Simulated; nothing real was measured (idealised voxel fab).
process module | voxel local oxidation
FYI the section here is cut, 240 nm wide, cells are 5 nm squares.
Each cross-section below is a grid of square cells, stated as bands in top-down order, with one or more rows of cells making up each band. It is stipulated that each band's entry specify, in nanometres, the height of the top of the band and then that of its bottom, followed by the materials of the band in left-to-right sequence, each together with its width in nanometres. A single material marked by the word "everywhere" is understood to fill the band from edge to edge; the word "air" is understood to denote empty space. Heads up on the height convention: 0 is the point under which the incoming wafer is all one material, and the lowest band has no bottom, it just keeps going down, like "top 0, no bottom". The notation "30..40" denotes a width that varies across the rows of cells in the band, beginning at the first number in the top row, finishing at the second number in the bottom row, and changing by an identical amount from each row to the next. Key: "remained the same" - step with no changed cell in the cross-section. The entry "Catalogued sealed voids" lists the empty spaces that cover at least 8 cells and have no open path to the top. Each is written as width x height at distance, where the distance is measured from the left edge and all three values are in nm. Whatever follows a step's settings on its line is a remark the simulator itself makes about that step. Among the settings permitted on a step's line is "overlay nm"; applied to a step with a mask, it specifies the extent to which the mask lay to the right of its planned position, whereas a negative figure signifies a position to the left.

-- Process steps foreseen in the plan
| 1 | RECEIVE [material Si] |
| 2 | CONFORMAL_DEP [material SiO2] [thk nm 5] |
| 3 | CONFORMAL_DEP [material SiN] [thk nm 10] |
| 4 | DIRECTIONAL_DEP [material aC] [thk nm 15] |
| 5 | PATTERN [tone cover] [mask id ACTIVE] [material resist] [width nm 90] [thk nm 35] [overlay nm 0] |
| 6 | DIRECTIONAL_ETCH [etch materials aC] [depth nm 15] |
| 7 | STRIP [etch materials resist] |
| 8 | DIRECTIONAL_ETCH [etch materials SiN] [depth nm 10] |
| 9 | STRIP [etch materials aC] |
| 10 | SELECTIVE_ETCH [etch materials SiO2] [depth nm 5] |
| 11 | OXIDIZE [depth nm 15] |
| 12 | STRIP [etch materials SiN] |

-- Cross-section of the wafer upon arrival, representing the state reached after step 1
    top 0, no bottom = Si everywhere
    Catalogued sealed voids: none

-- Looking at the first of two wafers in cross-section at end of module - ran to plan
    top 5, bottom 0 = 80 air; 80 SiO2; 80 air
    top 0, bottom -15 = 95 SiO2; 50 Si; 95 SiO2
    top -15, no bottom = Si everywhere
    Catalogued sealed voids: none

-- End of module, second wafer, cross-section. Started like the first, planned like the first, run with one mistake
    top 0, bottom -15 = 90 SiO2; 60 Si; 90 SiO2
    top -15, no bottom = Si everywhere
    Catalogued sealed voids: none
Finding, execution versus plan: step 2 of the plan got skipped, so it never ran
End of process, cell counts, second wafer against first, materials with more or fewer: +6 Si, -22 SiO2
